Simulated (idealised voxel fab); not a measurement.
You're looking at the process module voxel transistor to metal.
The cross-section on display is named cut; it measures 200 nm wide, and its cells are 5 nm squares.
The cross-sections in this document take the form of a grid made of square cells. They are written out as bands, in order from top to bottom. Each band consists of one or more rows of cells. Heights first: top, then bottom, in nm. Then materials, left to right, each with a width in nm. "throughout" on a single material: fills the band edge to edge. "empty": empty space. Zero point of the height axis is 0; under it, received wafer = one material. Lowest band: continues down indefinitely, "0 and below". So if you see something like "30->40" for the width, read it as the top row of the band sitting at the first number and the bottom row at the second, with every row in between moving by the same amount as the last. "changes: none" means the step left every cell of the cross-section as it was. Any empty space of 8 cells or more lacking an open way to the top shows up in "Enclosed void listing" as width x height at distance, distance from the left edge, in nm. Where a step's line continues beyond its settings, the continuation is a remark by the simulator itself on that step. A step's line can hold "overlay nm"; with a mask on that step, the setting says how far right of the planned place the mask lay, while a negative setting says it lay to the left.
These are the steps we planned for the process:
1: RECEIVE, material Si
2: OXIDIZE, depth nm 5
3: CONFORMAL_DEP, material SiN, thk nm 10
4: MASKED_ETCH, tone cover, mask id ACTIVE, width nm 110, etch materials SiN, depth nm 10, overlay nm 0
5: MASKED_ETCH, tone cover, mask id ACTIVE, width nm 110, etch materials SiO2, depth nm 5, overlay nm 0
6: MASKED_ETCH, tone cover, mask id ACTIVE, width nm 110, etch materials Si, depth nm 35, overlay nm 0
7: OXIDIZE, depth nm 5
8: FILL_DEP, material SiO2, thk nm 5
9: CMP, height nm 10
10: SELECTIVE_ETCH, etch materials SiO2, depth nm 10
11: STRIP, etch materials SiN
12: SELECTIVE_ETCH, etch materials SiO2, depth nm 5
13: OXIDIZE, depth nm 5
14: DIRECTIONAL_DEP, material polySi, thk nm 25
15: DIRECTIONAL_DEP, material SiCN, thk nm 15
16: DIRECTIONAL_DEP, material aC, thk nm 15
17: PATTERN, tone cover, mask id GATE, material resist, width nm 20, thk nm 30, overlay nm 0
18: DIRECTIONAL_ETCH, etch materials aC, depth nm 15
19: STRIP, etch materials resist
20: DIRECTIONAL_ETCH, etch materials SiCN, depth nm 25
21: DIRECTIONAL_ETCH, etch materials polySi, depth nm 35
22: STRIP, etch materials aC
23: CONFORMAL_DEP, material SiO2, thk nm 5
24: DIRECTIONAL_ETCH, etch materials SiO2, depth nm 5
25: CONFORMAL_DEP, material SiN, thk nm 5
26: DIRECTIONAL_ETCH, etch materials SiN, depth nm 5
27: DIRECTIONAL_ETCH, etch materials SiO2, depth nm 5
28: DIRECTIONAL_ETCH, etch materials Si, depth nm 10
29: EPI, material nSi, thk nm 10
30: FILL_DEP, material SiO2, thk nm 10
31: CMP, height nm 35
32: DIRECTIONAL_DEP, material SiO2, thk nm 15
33: DIRECTIONAL_DEP, material aC, thk nm 10
34: PATTERN, tone open, mask id CONTACT, material resist, width nm 20, pitch nm 80, thk nm 25, overlay nm 0
35: DIRECTIONAL_ETCH, etch materials aC, depth nm 10
36: STRIP, etch materials resist
37: DIRECTIONAL_ETCH, etch materials SiO2, depth nm 60
38: STRIP, etch materials aC
39: CONFORMAL_DEP, material TiN, thk nm 5
40: FILL_DEP, material W, thk nm 10
41: CMP, height nm 50
42: CONFORMAL_DEP, material SiN, thk nm 5
43: DIRECTIONAL_DEP, material lowk, thk nm 25
44: MASKED_ETCH, tone open, mask id METAL_1, width nm 20, pitch nm 80, etch materials lowk, depth nm 25, overlay nm 0
45: MASKED_ETCH, tone open, mask id METAL_1, width nm 20, pitch nm 80, etch materials SiN, depth nm 5, overlay nm 0
46: CONFORMAL_DEP, material TiN, thk nm 5
47: FILL_DEP, material W, thk nm 10
48: CMP, height nm 80
49: EPI, material Ru, thk nm 5
50: FILL_DEP, material SiCN, thk nm 5
The first of a set of two wafers, run to plan:
As-received wafer cross-section (after step 1):
* 0 and below = Si throughout
* Enclosed void listing: none
The following cross-section depicts the wafer upon completion of step 2:
* 0 down to -5 = SiO2 throughout
* below -5: unchanged
The following cross-section depicts the wafer upon completion of step 3:
* 10 down to 0 = SiN throughout
* below 0: unchanged
The following cross-section depicts the wafer upon completion of step 4:
* 10 down to 0 = 45 empty | 110 SiN | 45 empty
* below 0: unchanged
The following cross-section depicts the wafer upon completion of step 5:
* 10 down to 0 = 45 empty | 110 SiN | 45 empty
* 0 down to -5 = 45 empty | 110 SiO2 | 45 empty
* below -5: unchanged
The following cross-section depicts the wafer upon completion of step 6:
* 10 down to 0 = 45 empty | 110 SiN | 45 empty
* 0 down to -5 = 45 empty | 110 SiO2 | 45 empty
* -5 down to -40 = 45 empty | 110 Si | 45 empty
* below -40: unchanged
The following cross-section depicts the wafer upon completion of step 7:
* 10 down to 0 = 45 empty | 110 SiN | 45 empty
* 0 down to -5 = 45 empty | 110 SiO2 | 45 empty
* -5 down to -40 = 45 empty | 5 SiO2 | 100 Si | 5 SiO2 | 45 empty
* -40 down to -45 = 50 SiO2 | 100 Si | 50 SiO2
* below -45: unchanged
The following cross-section depicts the wafer upon completion of step 8:
* 15 down to 10 = SiO2 throughout
* 10 down to 0 = 45 SiO2 | 110 SiN | 45 SiO2
* 0 down to -5 = SiO2 throughout
* -5 down to -45 = 50 SiO2 | 100 Si | 50 SiO2
* below -45: unchanged
The following cross-section depicts the wafer upon completion of step 9:
* 10 down to 0 = 45 SiO2 | 110 SiN | 45 SiO2
* below 0: unchanged
The following cross-section depicts the wafer upon completion of step 10:
* 10 down to 0 = 45 empty | 110 SiN | 45 empty
* below 0: unchanged
The following cross-section depicts the wafer upon completion of step 11:
* 0 down to -5 = SiO2 throughout
* below -5: unchanged
The following cross-section depicts the wafer upon completion of step 12:
* -5 down to -45 = 50 SiO2 | 100 Si | 50 SiO2
* below -45: unchanged
The following cross-section depicts the wafer upon completion of step 13:
* -5 down to -10 = SiO2 throughout
* below -10: unchanged
The following cross-section depicts the wafer upon completion of step 14:
* 20 down to -5 = polySi throughout
* below -5: unchanged
The following cross-section depicts the wafer upon completion of step 15:
* 35 down to 20 = SiCN throughout
* below 20: unchanged
The following cross-section depicts the wafer upon completion of step 16:
* 50 down to 35 = aC throughout
* below 35: unchanged
The following cross-section depicts the wafer upon completion of step 17:
* 80 down to 50 = 90 empty | 20 resist | 90 empty
* below 50: unchanged
The following cross-section depicts the wafer upon completion of step 18:
* 65 down to 50 = 90 empty | 20 resist | 90 empty
* 50 down to 35 = 90 empty | 20 aC | 90 empty
* below 35: unchanged
The following cross-section depicts the wafer upon completion of step 19:
* 50 down to 35 = 90 empty | 20 aC | 90 empty
* below 35: unchanged
The following cross-section depicts the wafer upon completion of step 20:
* 50 down to 35 = 90 empty | 20 aC | 90 empty
* 35 down to 20 = 90 empty | 20 SiCN | 90 empty
* below 20: unchanged
The following cross-section depicts the wafer upon completion of step 21:
* 50 down to 35 = 90 empty | 20 aC | 90 empty
* 35 down to 20 = 90 empty | 20 SiCN | 90 empty
* 20 down to -5 = 90 empty | 20 polySi | 90 empty
* below -5: unchanged
The following cross-section depicts the wafer upon completion of step 22:
* 35 down to 20 = 90 empty | 20 SiCN | 90 empty
* below 20: unchanged
The following cross-section depicts the wafer upon completion of step 23:
* 40 down to 35 = 85 empty | 30 SiO2 | 85 empty
* 35 down to 20 = 85 empty | 5 SiO2 | 20 SiCN | 5 SiO2 | 85 empty
* 20 down to 0 = 85 empty | 5 SiO2 | 20 polySi | 5 SiO2 | 85 empty
* 0 down to -5 = 90 SiO2 | 20 polySi | 90 SiO2
* below -5: unchanged
The following cross-section depicts the wafer upon completion of step 24:
* 35 down to 20 = 85 empty | 5 SiO2 | 20 SiCN | 5 SiO2 | 85 empty
* 20 down to -5 = 85 empty | 5 SiO2 | 20 polySi | 5 SiO2 | 85 empty
* below -5: unchanged
The following cross-section depicts the wafer upon completion of step 25:
* 40 down to 35 = 80 empty | 40 SiN | 80 empty
* 35 down to 20 = 80 empty | 5 SiN | 5 SiO2 | 20 SiCN | 5 SiO2 | 5 SiN | 80 empty
* 20 down to 0 = 80 empty | 5 SiN | 5 SiO2 | 20 polySi | 5 SiO2 | 5 SiN | 80 empty
* 0 down to -5 = 85 SiN | 5 SiO2 | 20 polySi | 5 SiO2 | 85 SiN
* below -5: unchanged
The following cross-section depicts the wafer upon completion of step 26:
* 35 down to 20 = 80 empty | 5 SiN | 5 SiO2 | 20 SiCN | 5 SiO2 | 5 SiN | 80 empty
* 20 down to -5 = 80 empty | 5 SiN | 5 SiO2 | 20 polySi | 5 SiO2 | 5 SiN | 80 empty
* below -5: unchanged
The following cross-section depicts the wafer upon completion of step 27:
* 35 down to 30 = 80 empty | 5 SiN | 5 empty | 20 SiCN | 5 empty | 5 SiN | 80 empty
* 30 down to 20 = 80 empty | 5 SiN | 5 SiO2 | 20 SiCN | 5 SiO2 | 5 SiN | 80 empty
* 20 down to -5 = 80 empty | 5 SiN | 5 SiO2 | 20 polySi | 5 SiO2 | 5 SiN | 80 empty
* -5 down to -10 = 80 empty | 40 SiO2 | 80 empty
* below -10: unchanged
The following cross-section depicts the wafer upon completion of step 28:
* 35 down to 30 = 80 empty | 5 SiN | 5 empty | 20 SiCN | 5 empty | 5 SiN | 80 empty
* 30 down to 20 = 80 empty | 5 SiN | 5 SiO2 | 20 SiCN | 5 SiO2 | 5 SiN | 80 empty
* 20 down to -5 = 80 empty | 5 SiN | 5 SiO2 | 20 polySi | 5 SiO2 | 5 SiN | 80 empty
* -5 down to -10 = 80 empty | 40 SiO2 | 80 empty
* -10 down to -20 = 50 SiO2 | 30 empty | 40 Si | 30 empty | 50 SiO2
* below -20: unchanged
The following cross-section depicts the wafer upon completion of step 29:
* 35 down to 30 = 80 empty | 5 SiN | 5 empty | 20 SiCN | 5 empty | 5 SiN | 80 empty
* 30 down to 20 = 80 empty | 5 SiN | 5 SiO2 | 20 SiCN | 5 SiO2 | 5 SiN | 80 empty
* 20 down to 0 = 80 empty | 5 SiN | 5 SiO2 | 20 polySi | 5 SiO2 | 5 SiN | 80 empty
* 0 down to -5 = 70 empty | 10 nSi | 5 SiN | 5 SiO2 | 20 polySi | 5 SiO2 | 5 SiN | 10 nSi | 70 empty
* -5 down to -10 = 70 empty | 10 nSi | 40 SiO2 | 10 nSi | 70 empty
* -10 down to -20 = 50 SiO2 | 30 nSi | 40 Si | 30 nSi | 50 SiO2
* below -20: unchanged
The following cross-section depicts the wafer upon completion of step 30:
* 45 down to 35 = SiO2 throughout
* 35 down to 20 = 80 SiO2 | 5 SiN | 5 SiO2 | 20 SiCN | 5 SiO2 | 5 SiN | 80 SiO2
* 20 down to 0 = 80 SiO2 | 5 SiN | 5 SiO2 | 20 polySi | 5 SiO2 | 5 SiN | 80 SiO2
* 0 down to -5 = 70 SiO2 | 10 nSi | 5 SiN | 5 SiO2 | 20 polySi | 5 SiO2 | 5 SiN | 10 nSi | 70 SiO2
* -5 down to -10 = 70 SiO2 | 10 nSi | 40 SiO2 | 10 nSi | 70 SiO2
* below -10: unchanged
The following cross-section depicts the wafer upon completion of step 31:
* 35 down to 20 = 80 SiO2 | 5 SiN | 5 SiO2 | 20 SiCN | 5 SiO2 | 5 SiN | 80 SiO2
* below 20: unchanged
The following cross-section depicts the wafer upon completion of step 32:
* 50 down to 35 = SiO2 throughout
* below 35: unchanged
The following cross-section depicts the wafer upon completion of step 33:
* 60 down to 50 = aC throughout
* below 50: unchanged
The following cross-section depicts the wafer upon completion of step 34:
* 85 down to 60 = 50 resist | 20 empty | 60 resist | 20 empty | 50 resist
* below 60: unchanged
The following cross-section depicts the wafer upon completion of step 35:
* 75 down to 60 = 50 resist | 20 empty | 60 resist | 20 empty | 50 resist
* 60 down to 50 = 50 aC | 20 empty | 60 aC | 20 empty | 50 aC
* below 50: unchanged
The following cross-section depicts the wafer upon completion of step 36:
* 60 down to 50 = 50 aC | 20 empty | 60 aC | 20 empty | 50 aC
* below 50: unchanged
The following cross-section depicts the wafer upon completion of step 37:
* 60 down to 50 = 50 aC | 20 empty | 60 aC | 20 empty | 50 aC
* 50 down to 35 = 50 SiO2 | 20 empty | 60 SiO2 | 20 empty | 50 SiO2
* 35 down to 20 = 50 SiO2 | 20 empty | 10 SiO2 | 5 SiN | 5 SiO2 | 20 SiCN | 5 SiO2 | 5 SiN | 10 SiO2 | 20 empty | 50 SiO2
* 20 down to 0 = 50 SiO2 | 20 empty | 10 SiO2 | 5 SiN | 5 SiO2 | 20 polySi | 5 SiO2 | 5 SiN | 10 SiO2 | 20 empty | 50 SiO2
* 0 down to -5 = 50 SiO2 | 20 empty | 10 nSi | 5 SiN | 5 SiO2 | 20 polySi | 5 SiO2 | 5 SiN | 10 nSi | 20 empty | 50 SiO2
* -5 down to -10 = 50 SiO2 | 20 empty | 10 nSi | 40 SiO2 | 10 nSi | 20 empty | 50 SiO2
* below -10: unchanged
The following cross-section depicts the wafer upon completion of step 38:
* 50 down to 35 = 50 SiO2 | 20 empty | 60 SiO2 | 20 empty | 50 SiO2
* below 35: unchanged
The following cross-section depicts the wafer upon completion of step 39:
* 55 down to 50 = 55 TiN | 10 empty | 70 TiN | 10 empty | 55 TiN
* 50 down to 35 = 50 SiO2 | 5 TiN | 10 empty | 5 TiN | 60 SiO2 | 5 TiN | 10 empty | 5 TiN | 50 SiO2
* 35 down to 20 = 50 SiO2 | 5 TiN | 10 empty | 5 TiN | 10 SiO2 | 5 SiN | 5 SiO2 | 20 SiCN | 5 SiO2 | 5 SiN | 10 SiO2 | 5 TiN | 10 empty | 5 TiN | 50 SiO2
* 20 down to 0 = 50 SiO2 | 5 TiN | 10 empty | 5 TiN | 10 SiO2 | 5 SiN | 5 SiO2 | 20 polySi | 5 SiO2 | 5 SiN | 10 SiO2 | 5 TiN | 10 empty | 5 TiN | 50 SiO2
* 0 down to -5 = 50 SiO2 | 5 TiN | 10 empty | 5 TiN | 10 nSi | 5 SiN | 5 SiO2 | 20 polySi | 5 SiO2 | 5 SiN | 10 nSi | 5 TiN | 10 empty | 5 TiN | 50 SiO2
* -5 down to -10 = 50 SiO2 | 20 TiN | 10 nSi | 40 SiO2 | 10 nSi | 20 TiN | 50 SiO2
* below -10: unchanged
The following cross-section depicts the wafer upon completion of step 40:
* 65 down to 55 = W throughout
* 55 down to 50 = 55 TiN | 10 W | 70 TiN | 10 W | 55 TiN
* 50 down to 35 = 50 SiO2 | 5 TiN | 10 W | 5 TiN | 60 SiO2 | 5 TiN | 10 W | 5 TiN | 50 SiO2
* 35 down to 20 = 50 SiO2 | 5 TiN | 10 W | 5 TiN | 10 SiO2 | 5 SiN | 5 SiO2 | 20 SiCN | 5 SiO2 | 5 SiN | 10 SiO2 | 5 TiN | 10 W | 5 TiN | 50 SiO2
* 20 down to 0 = 50 SiO2 | 5 TiN | 10 W | 5 TiN | 10 SiO2 | 5 SiN | 5 SiO2 | 20 polySi | 5 SiO2 | 5 SiN | 10 SiO2 | 5 TiN | 10 W | 5 TiN | 50 SiO2
* 0 down to -5 = 50 SiO2 | 5 TiN | 10 W | 5 TiN | 10 nSi | 5 SiN | 5 SiO2 | 20 polySi | 5 SiO2 | 5 SiN | 10 nSi | 5 TiN | 10 W | 5 TiN | 50 SiO2
* below -5: unchanged
The following cross-section depicts the wafer upon completion of step 41:
* 50 down to 35 = 50 SiO2 | 5 TiN | 10 W | 5 TiN | 60 SiO2 | 5 TiN | 10 W | 5 TiN | 50 SiO2
* below 35: unchanged
The following cross-section depicts the wafer upon completion of step 42:
* 55 down to 50 = SiN throughout
* below 50: unchanged
The following cross-section depicts the wafer upon completion of step 43:
* 80 down to 55 = lowk throughout
* below 55: unchanged
The following cross-section depicts the wafer upon completion of step 44:
* 80 down to 55 = 50 lowk | 20 empty | 60 lowk | 20 empty | 50 lowk
* below 55: unchanged
The following cross-section depicts the wafer upon completion of step 45:
* 80 down to 55 = 50 lowk | 20 empty | 60 lowk | 20 empty | 50 lowk
* 55 down to 50 = 50 SiN | 20 empty | 60 SiN | 20 empty | 50 SiN
* below 50: unchanged
The following cross-section depicts the wafer upon completion of step 46:
* 85 down to 80 = 55 TiN | 10 empty | 70 TiN | 10 empty | 55 TiN
* 80 down to 55 = 50 lowk | 5 TiN | 10 empty | 5 TiN | 60 lowk | 5 TiN | 10 empty | 5 TiN | 50 lowk
* 55 down to 50 = 50 SiN | 20 TiN | 60 SiN | 20 TiN | 50 SiN
* below 50: unchanged
The following cross-section depicts the wafer upon completion of step 47:
* 95 down to 85 = W throughout
* 85 down to 80 = 55 TiN | 10 W | 70 TiN | 10 W | 55 TiN
* 80 down to 55 = 50 lowk | 5 TiN | 10 W | 5 TiN | 60 lowk | 5 TiN | 10 W | 5 TiN | 50 lowk
* below 55: unchanged
The following cross-section depicts the wafer upon completion of step 48:
* 80 down to 55 = 50 lowk | 5 TiN | 10 W | 5 TiN | 60 lowk | 5 TiN | 10 W | 5 TiN | 50 lowk
* below 55: unchanged
The following cross-section depicts the wafer upon completion of step 49:
* 85 down to 80 = 45 empty | 30 Ru | 50 empty | 30 Ru | 45 empty
* below 80: unchanged
The following cross-section depicts the wafer upon completion of step 50:
* 90 down to 85 = SiCN throughout
* 85 down to 80 = 45 SiCN | 30 Ru | 50 SiCN | 30 Ru | 45 SiCN
* below 80: unchanged
Wafer two: like wafer one in start and plan, but with one mistake in execution; identical up to and including step 33:
Second wafer profile in section, at the moment step 34 of the plan was meant to be complete:
* 85 down to 60 = 55 resist | 15 empty | 65 resist | 15 empty | 50 resist
* below 60: unchanged
Second wafer profile in section, at the moment step 35 of the plan was meant to be complete:
* 75 down to 60 = 55 resist | 15 empty | 65 resist | 15 empty | 50 resist
* 60 down to 50 = 55 aC | 15 empty | 65 aC | 15 empty | 50 aC
* below 50: unchanged
Second wafer profile in section, at the moment step 36 of the plan was meant to be complete:
* 60 down to 50 = 55 aC | 15 empty | 65 aC | 15 empty | 50 aC
* below 50: unchanged
Second wafer profile in section, at the moment step 37 of the plan was meant to be complete:
* 60 down to 50 = 55 aC | 15 empty | 65 aC | 15 empty | 50 aC
* 50 down to 35 = 55 SiO2 | 15 empty | 65 SiO2 | 15 empty | 50 SiO2
* 35 down to 20 = 55 SiO2 | 15 empty | 10 SiO2 | 5 SiN | 5 SiO2 | 20 SiCN | 5 SiO2 | 5 SiN | 15 SiO2 | 15 empty | 50 SiO2
* 20 down to 0 = 55 SiO2 | 15 empty | 10 SiO2 | 5 SiN | 5 SiO2 | 20 polySi | 5 SiO2 | 5 SiN | 15 SiO2 | 15 empty | 50 SiO2
* 0 down to -5 = 55 SiO2 | 15 empty | 10 nSi | 5 SiN | 5 SiO2 | 20 polySi | 5 SiO2 | 5 SiN | 10 nSi | 5 SiO2 | 15 empty | 50 SiO2
* -5 down to -10 = 55 SiO2 | 15 empty | 10 nSi | 40 SiO2 | 10 nSi | 5 SiO2 | 15 empty | 50 SiO2
* below -10: unchanged
Second wafer profile in section, at the moment step 38 of the plan was meant to be complete:
* 50 down to 35 = 55 SiO2 | 15 empty | 65 SiO2 | 15 empty | 50 SiO2
* below 35: unchanged
Second wafer profile in section, at the moment step 39 of the plan was meant to be complete:
* 55 down to 50 = 60 TiN | 5 empty | 75 TiN | 5 empty | 55 TiN
* 50 down to 35 = 55 SiO2 | 5 TiN | 5 empty | 5 TiN | 65 SiO2 | 5 TiN | 5 empty | 5 TiN | 50 SiO2
* 35 down to 20 = 55 SiO2 | 5 TiN | 5 empty | 5 TiN | 10 SiO2 | 5 SiN | 5 SiO2 | 20 SiCN | 5 SiO2 | 5 SiN | 15 SiO2 | 5 TiN | 5 empty | 5 TiN | 50 SiO2
* 20 down to 0 = 55 SiO2 | 5 TiN | 5 empty | 5 TiN | 10 SiO2 | 5 SiN | 5 SiO2 | 20 polySi | 5 SiO2 | 5 SiN | 15 SiO2 | 5 TiN | 5 empty | 5 TiN | 50 SiO2
* 0 down to -5 = 55 SiO2 | 5 TiN | 5 empty | 5 TiN | 10 nSi | 5 SiN | 5 SiO2 | 20 polySi | 5 SiO2 | 5 SiN | 10 nSi | 5 SiO2 | 5 TiN | 5 empty | 5 TiN | 50 SiO2
* -5 down to -10 = 55 SiO2 | 15 TiN | 10 nSi | 40 SiO2 | 10 nSi | 5 SiO2 | 15 TiN | 50 SiO2
* below -10: unchanged
Second wafer profile in section, at the moment step 40 of the plan was meant to be complete:
* 65 down to 55 = W throughout
* 55 down to 50 = 60 TiN | 5 W | 75 TiN | 5 W | 55 TiN
* 50 down to 35 = 55 SiO2 | 5 TiN | 5 W | 5 TiN | 65 SiO2 | 5 TiN | 5 W | 5 TiN | 50 SiO2
* 35 down to 20 = 55 SiO2 | 5 TiN | 5 W | 5 TiN | 10 SiO2 | 5 SiN | 5 SiO2 | 20 SiCN | 5 SiO2 | 5 SiN | 15 SiO2 | 5 TiN | 5 W | 5 TiN | 50 SiO2
* 20 down to 0 = 55 SiO2 | 5 TiN | 5 W | 5 TiN | 10 SiO2 | 5 SiN | 5 SiO2 | 20 polySi | 5 SiO2 | 5 SiN | 15 SiO2 | 5 TiN | 5 W | 5 TiN | 50 SiO2
* 0 down to -5 = 55 SiO2 | 5 TiN | 5 W | 5 TiN | 10 nSi | 5 SiN | 5 SiO2 | 20 polySi | 5 SiO2 | 5 SiN | 10 nSi | 5 SiO2 | 5 TiN | 5 W | 5 TiN | 50 SiO2
* below -5: unchanged
Second wafer profile in section, at the moment step 41 of the plan was meant to be complete:
* 50 down to 35 = 55 SiO2 | 5 TiN | 5 W | 5 TiN | 65 SiO2 | 5 TiN | 5 W | 5 TiN | 50 SiO2
* below 35: unchanged
Second wafer profile in section, at the moment step 42 of the plan was meant to be complete:
* 55 down to 50 = SiN throughout
* below 50: unchanged
Second wafer profile in section, at the moment step 43 of the plan was meant to be complete:
* 80 down to 55 = lowk throughout
* below 55: unchanged
Second wafer profile in section, at the moment step 44 of the plan was meant to be complete:
* 80 down to 55 = 50 lowk | 20 empty | 60 lowk | 20 empty | 50 lowk
* below 55: unchanged
Second wafer profile in section, at the moment step 45 of the plan was meant to be complete:
* 80 down to 55 = 50 lowk | 20 empty | 60 lowk | 20 empty | 50 lowk
* 55 down to 50 = 50 SiN | 20 empty | 60 SiN | 20 empty | 50 SiN
* below 50: unchanged
Second wafer profile in section, at the moment step 46 of the plan was meant to be complete:
* 85 down to 80 = 55 TiN | 10 empty | 70 TiN | 10 empty | 55 TiN
* 80 down to 55 = 50 lowk | 5 TiN | 10 empty | 5 TiN | 60 lowk | 5 TiN | 10 empty | 5 TiN | 50 lowk
* 55 down to 50 = 50 SiN | 20 TiN | 60 SiN | 20 TiN | 50 SiN
* below 50: unchanged
Second wafer profile in section, at the moment step 47 of the plan was meant to be complete:
* 95 down to 85 = W throughout
* 85 down to 80 = 55 TiN | 10 W | 70 TiN | 10 W | 55 TiN
* 80 down to 55 = 50 lowk | 5 TiN | 10 W | 5 TiN | 60 lowk | 5 TiN | 10 W | 5 TiN | 50 lowk
* below 55: unchanged
Second wafer profile in section, at the moment step 48 of the plan was meant to be complete:
* 80 down to 55 = 50 lowk | 5 TiN | 10 W | 5 TiN | 60 lowk | 5 TiN | 10 W | 5 TiN | 50 lowk
* below 55: unchanged
Second wafer profile in section, at the moment step 49 of the plan was meant to be complete:
* 85 down to 80 = 45 empty | 30 Ru | 50 empty | 30 Ru | 45 empty
* below 80: unchanged
Second wafer profile in section, at the moment step 50 of the plan was meant to be complete:
* 90 down to 85 = SiCN throughout
* 85 down to 80 = 45 SiCN | 30 Ru | 50 SiCN | 30 Ru | 45 SiCN
* below 80: unchanged
Deviation noted in wafer processing: so step 34 ended up running with a different setting than we planned, it ran as PATTERN, tone open, mask id CONTACT, material resist, width nm 15, pitch nm 80, thk nm 25, overlay nm 0
Final tally in cells, some materials are higher or lower on the second wafer than on the first: SiO2 +24, TiN -2, W -22
